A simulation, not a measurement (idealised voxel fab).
Process module, titled voxel transistor to metal
Section shown: cut. Width: 215 nm. Cell size: 5 nm, square.
A cross-section is a grid of square cells, given in bands from the top down. A band is one or more rows of cells. It is stipulated that each band's entry specify, in nanometres, the height of the top of the band and then that of its bottom, followed by the materials of the band in left-to-right sequence, each together with its width in nanometres. A single material marked by the word "throughout" is understood to fill the band from edge to edge; the word "blank" is understood to denote empty space. Ref level 0: as-received wafer is one material below here. Bottom band extends down with no lower bound ("0 -> down"). So if you see something like "30 to 40" for the width, read it as the top row of the band sitting at the first number and the bottom row at the second, with every row in between moving by the same amount as the last. Key: "nothing got changed" - step with no changed cell in the cross-section. Listed in "Internal closed voids": every empty space of 8 or more cells without an open way to the top. Form: width x height at distance, the distance being from the left edge, all in nm. Whatever follows a step's settings on its line is a remark the simulator itself makes about that step. "overlay nm", when on a step's line for a step with a mask, measures how far to the right of its planned place the mask lay; a negative measure means to the left.

## plan
- 1: RECEIVE (material Si)
- 2: CONFORMAL_DEP (material SiO2; thk nm 5)
- 3: CONFORMAL_DEP (material SiN; thk nm 15)
- 4: PATTERN (tone cover; mask id ACTIVE; material resist; width nm 95; thk nm 20; overlay nm 0)
- 5: DIRECTIONAL_ETCH (etch materials SiN; depth nm 15)
- 6: DIRECTIONAL_ETCH (etch materials SiO2; depth nm 5)
- 7: DIRECTIONAL_ETCH (etch materials Si; depth nm 30)
- 8: STRIP (etch materials resist)
- 9: FILL_DEP (material SiO2; thk nm 10)
- 10: CMP (height nm 20)
- 11: SELECTIVE_ETCH (etch materials SiO2; depth nm 10)
- 12: STRIP (etch materials SiN)
- 13: SELECTIVE_ETCH (etch materials SiO2; depth nm 5)
- 14: OXIDIZE (depth nm 5)
- 15: DIRECTIONAL_DEP (material polySi; thk nm 20)
- 16: DIRECTIONAL_DEP (material SiCN; thk nm 10)
- 17: DIRECTIONAL_DEP (material aC; thk nm 15)
- 18: PATTERN (tone cover; mask id GATE; material resist; width nm 25; thk nm 35; overlay nm 0)
- 19: DIRECTIONAL_ETCH (etch materials aC; depth nm 15)
- 20: STRIP (etch materials resist)
- 21: DIRECTIONAL_ETCH (etch materials SiCN; depth nm 20)
- 22: DIRECTIONAL_ETCH (etch materials polySi; depth nm 30)
- 23: STRIP (etch materials aC)
- 24: CONFORMAL_DEP (material SiN; thk nm 5)
- 25: DIRECTIONAL_ETCH (etch materials SiN; depth nm 5)
- 26: DIRECTIONAL_ETCH (etch materials SiO2; depth nm 5)
- 27: EPI (material nSi; thk nm 5)
- 28: FILL_DEP (material SiO2; thk nm 10)
- 29: CMP (height nm 30)
- 30: DIRECTIONAL_DEP (material SiO2; thk nm 10)
- 31: MASKED_ETCH (tone open; mask id CONTACT; width nm 15; pitch nm 70; etch materials SiO2; depth nm 40; overlay nm 0)
- 32: CONFORMAL_DEP (material TiN; thk nm 5)
- 33: FILL_DEP (material Ru; thk nm 5)
- 34: CMP (height nm 40)
- 35: DIRECTIONAL_DEP (material TiN; thk nm 5)
- 36: DIRECTIONAL_DEP (material W; thk nm 20)
- 37: MASKED_ETCH (tone cover; mask id METAL_1; width nm 15; pitch nm 70; etch materials W; depth nm 20; overlay nm 0)
- 38: MASKED_ETCH (tone cover; mask id METAL_1; width nm 15; pitch nm 70; etch materials TiN; depth nm 5; overlay nm 0)
- 39: FILL_DEP (material SiO2; thk nm 5)
- 40: CMP (height nm 65)
- 41: CONFORMAL_DEP (material SiN; thk nm 5)

## Run as planned: first of two wafers

## Wafer cross-section on receipt, i.e. after step 1
    0 -> down | Si throughout
    Internal closed voids: none

## After step 2, in cross-section
    5 -> 0 | SiO2 throughout
    Heights below 0 show no change.

## After step 3, in cross-section
    20 -> 5 | SiN throughout
    Heights below 5 show no change.

## After step 4, in cross-section
    40 -> 20 | blank: 60, then resist: 95, then blank: 60
    Heights below 20 show no change.

## After step 5, in cross-section
    40 -> 20 | blank: 60, then resist: 95, then blank: 60
    20 -> 5 | blank: 60, then SiN: 95, then blank: 60
    Heights below 5 show no change.

## After step 6, in cross-section
    40 -> 20 | blank: 60, then resist: 95, then blank: 60
    20 -> 5 | blank: 60, then SiN: 95, then blank: 60
    5 -> 0 | blank: 60, then SiO2: 95, then blank: 60
    Heights below 0 show no change.

## After step 7, in cross-section
    40 -> 20 | blank: 60, then resist: 95, then blank: 60
    20 -> 5 | blank: 60, then SiN: 95, then blank: 60
    5 -> 0 | blank: 60, then SiO2: 95, then blank: 60
    0 -> -30 | blank: 60, then Si: 95, then blank: 60
    Heights below -30 show no change.

## After step 8, in cross-section
    20 -> 5 | blank: 60, then SiN: 95, then blank: 60
    Heights below 5 show no change.

## After step 9, in cross-section
    30 -> 20 | SiO2 throughout
    20 -> 5 | SiO2: 60, then SiN: 95, then SiO2: 60
    5 -> 0 | SiO2 throughout
    0 -> -30 | SiO2: 60, then Si: 95, then SiO2: 60
    Heights below -30 show no change.

## After step 10, in cross-section
    20 -> 5 | SiO2: 60, then SiN: 95, then SiO2: 60
    Heights below 5 show no change.

## After step 11, in cross-section
    20 -> 10 | blank: 60, then SiN: 95, then blank: 60
    Heights below 10 show no change.

## After step 12, in cross-section
    10 -> 5 | SiO2: 60, then blank: 95, then SiO2: 60
    Heights below 5 show no change.

## After step 13, in cross-section
    5 -> 0 | SiO2: 55, then blank: 105, then SiO2: 55
    Heights below 0 show no change.

## After step 14, in cross-section
    5 -> 0 | SiO2: 55, then blank: 105, then SiO2: 55
    0 -> -5 | SiO2 throughout
    Heights below -5 show no change.

## After step 15, in cross-section
    25 -> 20 | polySi: 55, then blank: 105, then polySi: 55
    20 -> 5 | polySi throughout
    5 -> 0 | SiO2: 55, then polySi: 105, then SiO2: 55
    Heights below 0 show no change.

## After step 16, in cross-section
    35 -> 30 | SiCN: 55, then blank: 105, then SiCN: 55
    30 -> 25 | SiCN throughout
    25 -> 20 | polySi: 55, then SiCN: 105, then polySi: 55
    Heights below 20 show no change.

## After step 17, in cross-section
    50 -> 45 | aC: 55, then blank: 105, then aC: 55
    45 -> 35 | aC throughout
    35 -> 30 | SiCN: 55, then aC: 105, then SiCN: 55
    Heights below 30 show no change.

## After step 18, in cross-section
    85 -> 50 | blank: 95, then resist: 25, then blank: 95
    50 -> 45 | aC: 55, then blank: 40, then resist: 25, then blank: 40, then aC: 55
    Heights below 45 show no change.

## After step 19, in cross-section
    70 -> 45 | blank: 95, then resist: 25, then blank: 95
    45 -> 35 | blank: 95, then aC: 25, then blank: 95
    35 -> 30 | SiCN: 55, then blank: 40, then aC: 25, then blank: 40, then SiCN: 55
    Heights below 30 show no change.

## After step 20, in cross-section
    45 -> 35 | blank: 95, then aC: 25, then blank: 95
    Heights below 35 show no change.

## After step 21, in cross-section
    45 -> 30 | blank: 95, then aC: 25, then blank: 95
    30 -> 25 | blank: 95, then SiCN: 25, then blank: 95
    25 -> 20 | polySi: 55, then blank: 40, then SiCN: 25, then blank: 40, then polySi: 55
    Heights below 20 show no change.

## After step 22, in cross-section
    45 -> 30 | blank: 95, then aC: 25, then blank: 95
    30 -> 20 | blank: 95, then SiCN: 25, then blank: 95
    20 -> 5 | blank: 95, then polySi: 25, then blank: 95
    5 -> 0 | SiO2: 55, then blank: 40, then polySi: 25, then blank: 40, then SiO2: 55
    Heights below 0 show no change.

## After step 23, in cross-section
    30 -> 20 | blank: 95, then SiCN: 25, then blank: 95
    Heights below 20 show no change.

## After step 24, in cross-section
    35 -> 30 | blank: 90, then SiN: 35, then blank: 90
    30 -> 20 | blank: 90, then SiN: 5, then SiCN: 25, then SiN: 5, then blank: 90
    20 -> 10 | blank: 90, then SiN: 5, then polySi: 25, then SiN: 5, then blank: 90
    10 -> 5 | SiN: 60, then blank: 30, then SiN: 5, then polySi: 25, then SiN: 5, then blank: 30, then SiN: 60
    5 -> 0 | SiO2: 55, then SiN: 40, then polySi: 25, then SiN: 40, then SiO2: 55
    Heights below 0 show no change.

## After step 25, in cross-section
    30 -> 20 | blank: 90, then SiN: 5, then SiCN: 25, then SiN: 5, then blank: 90
    20 -> 5 | blank: 90, then SiN: 5, then polySi: 25, then SiN: 5, then blank: 90
    5 -> 0 | SiO2: 55, then SiN: 5, then blank: 30, then SiN: 5, then polySi: 25, then SiN: 5, then blank: 30, then SiN: 5, then SiO2: 55
    Heights below 0 show no change.

## After step 26, in cross-section
    30 -> 20 | blank: 90, then SiN: 5, then SiCN: 25, then SiN: 5, then blank: 90
    20 -> 5 | blank: 90, then SiN: 5, then polySi: 25, then SiN: 5, then blank: 90
    5 -> 0 | blank: 55, then SiN: 5, then blank: 30, then SiN: 5, then polySi: 25, then SiN: 5, then blank: 30, then SiN: 5, then blank: 55
    0 -> -5 | SiO2: 60, then blank: 30, then SiO2: 35, then blank: 30, then SiO2: 60
    Heights below -5 show no change.

## After step 27, in cross-section
    30 -> 20 | blank: 90, then SiN: 5, then SiCN: 25, then SiN: 5, then blank: 90
    20 -> 5 | blank: 90, then SiN: 5, then polySi: 25, then SiN: 5, then blank: 90
    5 -> 0 | blank: 55, then SiN: 5, then blank: 30, then SiN: 5, then polySi: 25, then SiN: 5, then blank: 30, then SiN: 5, then blank: 55
    0 -> -5 | SiO2: 60, then nSi: 30, then SiO2: 35, then nSi: 30, then SiO2: 60
    Heights below -5 show no change.

## After step 28, in cross-section
    40 -> 30 | SiO2 throughout
    30 -> 20 | SiO2: 90, then SiN: 5, then SiCN: 25, then SiN: 5, then SiO2: 90
    20 -> 5 | SiO2: 90, then SiN: 5, then polySi: 25, then SiN: 5, then SiO2: 90
    5 -> 0 | SiO2: 55, then SiN: 5, then SiO2: 30, then SiN: 5, then polySi: 25, then SiN: 5, then SiO2: 30, then SiN: 5, then SiO2: 55
    Heights below 0 show no change.

## After step 29, in cross-section
    30 -> 20 | SiO2: 90, then SiN: 5, then SiCN: 25, then SiN: 5, then SiO2: 90
    Heights below 20 show no change.

## After step 30, in cross-section
    40 -> 30 | SiO2 throughout
    Heights below 30 show no change.

## After step 31, in cross-section
    40 -> 30 | SiO2: 65, then blank: 15, then SiO2: 55, then blank: 15, then SiO2: 65
    30 -> 20 | SiO2: 65, then blank: 15, then SiO2: 10, then SiN: 5, then SiCN: 25, then SiN: 5, then SiO2: 10, then blank: 15, then SiO2: 65
    20 -> 5 | SiO2: 65, then blank: 15, then SiO2: 10, then SiN: 5, then polySi: 25, then SiN: 5, then SiO2: 10, then blank: 15, then SiO2: 65
    5 -> 0 | SiO2: 55, then SiN: 5, then SiO2: 5, then blank: 15, then SiO2: 10, then SiN: 5, then polySi: 25, then SiN: 5, then SiO2: 10, then blank: 15, then SiO2: 5, then SiN: 5, then SiO2: 55
    Heights below 0 show no change.

## After step 32, in cross-section
    45 -> 40 | TiN: 70, then blank: 5, then TiN: 65, then blank: 5, then TiN: 70
    40 -> 30 | SiO2: 65, then TiN: 5, then blank: 5, then TiN: 5, then SiO2: 55, then TiN: 5, then blank: 5, then TiN: 5, then SiO2: 65
    30 -> 20 | SiO2: 65, then TiN: 5, then blank: 5, then TiN: 5, then SiO2: 10, then SiN: 5, then SiCN: 25, then SiN: 5, then SiO2: 10, then TiN: 5, then blank: 5, then TiN: 5, then SiO2: 65
    20 -> 5 | SiO2: 65, then TiN: 5, then blank: 5, then TiN: 5, then SiO2: 10, then SiN: 5, then polySi: 25, then SiN: 5, then SiO2: 10, then TiN: 5, then blank: 5, then TiN: 5, then SiO2: 65
    5 -> 0 | SiO2: 55, then SiN: 5, then SiO2: 5, then TiN: 15, then SiO2: 10, then SiN: 5, then polySi: 25, then SiN: 5, then SiO2: 10, then TiN: 15, then SiO2: 5, then SiN: 5, then SiO2: 55
    Heights below 0 show no change.

## After step 33, in cross-section
    50 -> 45 | Ru throughout
    45 -> 40 | TiN: 70, then Ru: 5, then TiN: 65, then Ru: 5, then TiN: 70
    40 -> 30 | SiO2: 65, then TiN: 5, then Ru: 5, then TiN: 5, then SiO2: 55, then TiN: 5, then Ru: 5, then TiN: 5, then SiO2: 65
    30 -> 20 | SiO2: 65, then TiN: 5, then Ru: 5, then TiN: 5, then SiO2: 10, then SiN: 5, then SiCN: 25, then SiN: 5, then SiO2: 10, then TiN: 5, then Ru: 5, then TiN: 5, then SiO2: 65
    20 -> 5 | SiO2: 65, then TiN: 5, then Ru: 5, then TiN: 5, then SiO2: 10, then SiN: 5, then polySi: 25, then SiN: 5, then SiO2: 10, then TiN: 5, then Ru: 5, then TiN: 5, then SiO2: 65
    Heights below 5 show no change.

## After step 34, in cross-section
    40 -> 30 | SiO2: 65, then TiN: 5, then Ru: 5, then TiN: 5, then SiO2: 55, then TiN: 5, then Ru: 5, then TiN: 5, then SiO2: 65
    Heights below 30 show no change.

## After step 35, in cross-section
    45 -> 40 | TiN throughout
    Heights below 40 show no change.

## After step 36, in cross-section
    65 -> 45 | W throughout
    Heights below 45 show no change.

## After step 37, in cross-section
    65 -> 45 | blank: 65, then W: 15, then blank: 55, then W: 15, then blank: 65
    Heights below 45 show no change.

## After step 38, in cross-section
    65 -> 45 | blank: 65, then W: 15, then blank: 55, then W: 15, then blank: 65
    45 -> 40 | blank: 65, then TiN: 15, then blank: 55, then TiN: 15, then blank: 65
    Heights below 40 show no change.

## After step 39, in cross-section
    70 -> 65 | SiO2 throughout
    65 -> 45 | SiO2: 65, then W: 15, then SiO2: 55, then W: 15, then SiO2: 65
    45 -> 40 | SiO2: 65, then TiN: 15, then SiO2: 55, then TiN: 15, then SiO2: 65
    Heights below 40 show no change.

## After step 40, in cross-section
    65 -> 45 | SiO2: 65, then W: 15, then SiO2: 55, then W: 15, then SiO2: 65
    Heights below 45 show no change.

## After step 41, in cross-section
    70 -> 65 | SiN throughout
    Heights below 65 show no change.

## Wafer two of two - same starting point, same process plan, one mistake in execution; matches wafer one up to and including step 3

## Second wafer, section view, time point: scheduled end of step 4
    40 -> 20 | blank: 65, then resist: 85, then blank: 65
    Heights below 20 show no change.

## Second wafer, section view, time point: scheduled end of step 5
    40 -> 20 | blank: 65, then resist: 85, then blank: 65
    20 -> 5 | blank: 65, then SiN: 85, then blank: 65
    Heights below 5 show no change.

## Second wafer, section view, time point: scheduled end of step 6
    40 -> 20 | blank: 65, then resist: 85, then blank: 65
    20 -> 5 | blank: 65, then SiN: 85, then blank: 65
    5 -> 0 | blank: 65, then SiO2: 85, then blank: 65
    Heights below 0 show no change.

## Second wafer, section view, time point: scheduled end of step 7
    40 -> 20 | blank: 65, then resist: 85, then blank: 65
    20 -> 5 | blank: 65, then SiN: 85, then blank: 65
    5 -> 0 | blank: 65, then SiO2: 85, then blank: 65
    0 -> -30 | blank: 65, then Si: 85, then blank: 65
    Heights below -30 show no change.

## Second wafer, section view, time point: scheduled end of step 8
    20 -> 5 | blank: 65, then SiN: 85, then blank: 65
    Heights below 5 show no change.

## Second wafer, section view, time point: scheduled end of step 9
    30 -> 20 | SiO2 throughout
    20 -> 5 | SiO2: 65, then SiN: 85, then SiO2: 65
    5 -> 0 | SiO2 throughout
    0 -> -30 | SiO2: 65, then Si: 85, then SiO2: 65
    Heights below -30 show no change.

## Second wafer, section view, time point: scheduled end of step 10
    20 -> 5 | SiO2: 65, then SiN: 85, then SiO2: 65
    Heights below 5 show no change.

## Second wafer, section view, time point: scheduled end of step 11
    20 -> 10 | blank: 65, then SiN: 85, then blank: 65
    Heights below 10 show no change.

## Second wafer, section view, time point: scheduled end of step 12
    10 -> 5 | SiO2: 65, then blank: 85, then SiO2: 65
    Heights below 5 show no change.

## Second wafer, section view, time point: scheduled end of step 13
    5 -> 0 | SiO2: 60, then blank: 95, then SiO2: 60
    Heights below 0 show no change.

## Second wafer, section view, time point: scheduled end of step 14
    5 -> 0 | SiO2: 60, then blank: 95, then SiO2: 60
    0 -> -5 | SiO2 throughout
    Heights below -5 show no change.

## Second wafer, section view, time point: scheduled end of step 15
    25 -> 20 | polySi: 60, then blank: 95, then polySi: 60
    20 -> 5 | polySi throughout
    5 -> 0 | SiO2: 60, then polySi: 95, then SiO2: 60
    Heights below 0 show no change.

## Second wafer, section view, time point: scheduled end of step 16
    35 -> 30 | SiCN: 60, then blank: 95, then SiCN: 60
    30 -> 25 | SiCN throughout
    25 -> 20 | polySi: 60, then SiCN: 95, then polySi: 60
    Heights below 20 show no change.

## Second wafer, section view, time point: scheduled end of step 17
    50 -> 45 | aC: 60, then blank: 95, then aC: 60
    45 -> 35 | aC throughout
    35 -> 30 | SiCN: 60, then aC: 95, then SiCN: 60
    Heights below 30 show no change.

## Second wafer, section view, time point: scheduled end of step 18
    85 -> 50 | blank: 95, then resist: 25, then blank: 95
    50 -> 45 | aC: 60, then blank: 35, then resist: 25, then blank: 35, then aC: 60
    Heights below 45 show no change.

## Second wafer, section view, time point: scheduled end of step 19
    70 -> 45 | blank: 95, then resist: 25, then blank: 95
    45 -> 35 | blank: 95, then aC: 25, then blank: 95
    35 -> 30 | SiCN: 60, then blank: 35, then aC: 25, then blank: 35, then SiCN: 60
    Heights below 30 show no change.

## Second wafer, section view, time point: scheduled end of step 20
    45 -> 35 | blank: 95, then aC: 25, then blank: 95
    Heights below 35 show no change.

## Second wafer, section view, time point: scheduled end of step 21
    45 -> 30 | blank: 95, then aC: 25, then blank: 95
    30 -> 25 | blank: 95, then SiCN: 25, then blank: 95
    25 -> 20 | polySi: 60, then blank: 35, then SiCN: 25, then blank: 35, then polySi: 60
    Heights below 20 show no change.

## Second wafer, section view, time point: scheduled end of step 22
    45 -> 30 | blank: 95, then aC: 25, then blank: 95
    30 -> 20 | blank: 95, then SiCN: 25, then blank: 95
    20 -> 5 | blank: 95, then polySi: 25, then blank: 95
    5 -> 0 | SiO2: 60, then blank: 35, then polySi: 25, then blank: 35, then SiO2: 60
    Heights below 0 show no change.

## Second wafer, section view, time point: scheduled end of step 23
    30 -> 20 | blank: 95, then SiCN: 25, then blank: 95
    Heights below 20 show no change.

## Second wafer, section view, time point: scheduled end of step 24
    35 -> 30 | blank: 90, then SiN: 35, then blank: 90
    30 -> 20 | blank: 90, then SiN: 5, then SiCN: 25, then SiN: 5, then blank: 90
    20 -> 10 | blank: 90, then SiN: 5, then polySi: 25, then SiN: 5, then blank: 90
    10 -> 5 | SiN: 65, then blank: 25, then SiN: 5, then polySi: 25, then SiN: 5, then blank: 25, then SiN: 65
    5 -> 0 | SiO2: 60, then SiN: 35, then polySi: 25, then SiN: 35, then SiO2: 60
    Heights below 0 show no change.

## Second wafer, section view, time point: scheduled end of step 25
    30 -> 20 | blank: 90, then SiN: 5, then SiCN: 25, then SiN: 5, then blank: 90
    20 -> 5 | blank: 90, then SiN: 5, then polySi: 25, then SiN: 5, then blank: 90
    5 -> 0 | SiO2: 60, then SiN: 5, then blank: 25, then SiN: 5, then polySi: 25, then SiN: 5, then blank: 25, then SiN: 5, then SiO2: 60
    Heights below 0 show no change.

## Second wafer, section view, time point: scheduled end of step 26
    30 -> 20 | blank: 90, then SiN: 5, then SiCN: 25, then SiN: 5, then blank: 90
    20 -> 5 | blank: 90, then SiN: 5, then polySi: 25, then SiN: 5, then blank: 90
    5 -> 0 | blank: 60, then SiN: 5, then blank: 25, then SiN: 5, then polySi: 25, then SiN: 5, then blank: 25, then SiN: 5, then blank: 60
    0 -> -5 | SiO2: 65, then blank: 25, then SiO2: 35, then blank: 25, then SiO2: 65
    Heights below -5 show no change.

## Second wafer, section view, time point: scheduled end of step 27
    30 -> 20 | blank: 90, then SiN: 5, then SiCN: 25, then SiN: 5, then blank: 90
    20 -> 5 | blank: 90, then SiN: 5, then polySi: 25, then SiN: 5, then blank: 90
    5 -> 0 | blank: 60, then SiN: 5, then blank: 25, then SiN: 5, then polySi: 25, then SiN: 5, then blank: 25, then SiN: 5, then blank: 60
    0 -> -5 | SiO2: 65, then nSi: 25, then SiO2: 35, then nSi: 25, then SiO2: 65
    Heights below -5 show no change.

## Second wafer, section view, time point: scheduled end of step 28
    40 -> 30 | SiO2 throughout
    30 -> 20 | SiO2: 90, then SiN: 5, then SiCN: 25, then SiN: 5, then SiO2: 90
    20 -> 5 | SiO2: 90, then SiN: 5, then polySi: 25, then SiN: 5, then SiO2: 90
    5 -> 0 | SiO2: 60, then SiN: 5, then SiO2: 25, then SiN: 5, then polySi: 25, then SiN: 5, then SiO2: 25, then SiN: 5, then SiO2: 60
    Heights below 0 show no change.

## Second wafer, section view, time point: scheduled end of step 29
    30 -> 20 | SiO2: 90, then SiN: 5, then SiCN: 25, then SiN: 5, then SiO2: 90
    Heights below 20 show no change.

## Second wafer, section view, time point: scheduled end of step 30
    40 -> 30 | SiO2 throughout
    Heights below 30 show no change.

## Second wafer, section view, time point: scheduled end of step 31
    40 -> 30 | SiO2: 65, then blank: 15, then SiO2: 55, then blank: 15, then SiO2: 65
    30 -> 20 | SiO2: 65, then blank: 15, then SiO2: 10, then SiN: 5, then SiCN: 25, then SiN: 5, then SiO2: 10, then blank: 15, then SiO2: 65
    20 -> 5 | SiO2: 65, then blank: 15, then SiO2: 10, then SiN: 5, then polySi: 25, then SiN: 5, then SiO2: 10, then blank: 15, then SiO2: 65
    5 -> 0 | SiO2: 60, then SiN: 5, then blank: 15, then SiO2: 10, then SiN: 5, then polySi: 25, then SiN: 5, then SiO2: 10, then blank: 15, then SiN: 5, then SiO2: 60
    Heights below 0 show no change.

## Second wafer, section view, time point: scheduled end of step 32
    45 -> 40 | TiN: 70, then blank: 5, then TiN: 65, then blank: 5, then TiN: 70
    40 -> 30 | SiO2: 65, then TiN: 5, then blank: 5, then TiN: 5, then SiO2: 55, then TiN: 5, then blank: 5, then TiN: 5, then SiO2: 65
    30 -> 20 | SiO2: 65, then TiN: 5, then blank: 5, then TiN: 5, then SiO2: 10, then SiN: 5, then SiCN: 25, then SiN: 5, then SiO2: 10, then TiN: 5, then blank: 5, then TiN: 5, then SiO2: 65
    20 -> 5 | SiO2: 65, then TiN: 5, then blank: 5, then TiN: 5, then SiO2: 10, then SiN: 5, then polySi: 25, then SiN: 5, then SiO2: 10, then TiN: 5, then blank: 5, then TiN: 5, then SiO2: 65
    5 -> 0 | SiO2: 60, then SiN: 5, then TiN: 15, then SiO2: 10, then SiN: 5, then polySi: 25, then SiN: 5, then SiO2: 10, then TiN: 15, then SiN: 5, then SiO2: 60
    Heights below 0 show no change.

## Second wafer, section view, time point: scheduled end of step 33
    50 -> 45 | Ru throughout
    45 -> 40 | TiN: 70, then Ru: 5, then TiN: 65, then Ru: 5, then TiN: 70
    40 -> 30 | SiO2: 65, then TiN: 5, then Ru: 5, then TiN: 5, then SiO2: 55, then TiN: 5, then Ru: 5, then TiN: 5, then SiO2: 65
    30 -> 20 | SiO2: 65, then TiN: 5, then Ru: 5, then TiN: 5, then SiO2: 10, then SiN: 5, then SiCN: 25, then SiN: 5, then SiO2: 10, then TiN: 5, then Ru: 5, then TiN: 5, then SiO2: 65
    20 -> 5 | SiO2: 65, then TiN: 5, then Ru: 5, then TiN: 5, then SiO2: 10, then SiN: 5, then polySi: 25, then SiN: 5, then SiO2: 10, then TiN: 5, then Ru: 5, then TiN: 5, then SiO2: 65
    Heights below 5 show no change.

## Second wafer, section view, time point: scheduled end of step 34
    40 -> 30 | SiO2: 65, then TiN: 5, then Ru: 5, then TiN: 5, then SiO2: 55, then TiN: 5, then Ru: 5, then TiN: 5, then SiO2: 65
    Heights below 30 show no change.

## Second wafer, section view, time point: scheduled end of step 35
    45 -> 40 | TiN throughout
    Heights below 40 show no change.

## Second wafer, section view, time point: scheduled end of step 36
    65 -> 45 | W throughout
    Heights below 45 show no change.

## Second wafer, section view, time point: scheduled end of step 37
    65 -> 45 | blank: 65, then W: 15, then blank: 55, then W: 15, then blank: 65
    Heights below 45 show no change.

## Second wafer, section view, time point: scheduled end of step 38
    65 -> 45 | blank: 65, then W: 15, then blank: 55, then W: 15, then blank: 65
    45 -> 40 | blank: 65, then TiN: 15, then blank: 55, then TiN: 15, then blank: 65
    Heights below 40 show no change.

## Second wafer, section view, time point: scheduled end of step 39
    70 -> 65 | SiO2 throughout
    65 -> 45 | SiO2: 65, then W: 15, then SiO2: 55, then W: 15, then SiO2: 65
    45 -> 40 | SiO2: 65, then TiN: 15, then SiO2: 55, then TiN: 15, then SiO2: 65
    Heights below 40 show no change.

## Second wafer, section view, time point: scheduled end of step 40
    65 -> 45 | SiO2: 65, then W: 15, then SiO2: 55, then W: 15, then SiO2: 65
    Heights below 45 show no change.

## Second wafer, section view, time point: scheduled end of step 41
    70 -> 65 | SiN throughout
    Heights below 65 show no change.
Short version of what went wrong: step 4 off recipe, ran as PATTERN (tone cover; mask id ACTIVE; material resist; width nm 85; thk nm 20; overlay nm 0)
Final comparison by cell count, materials where the second wafer has more or fewer than the first: 10 fewer of Si | 12 more of SiO2 | 2 fewer of nSi
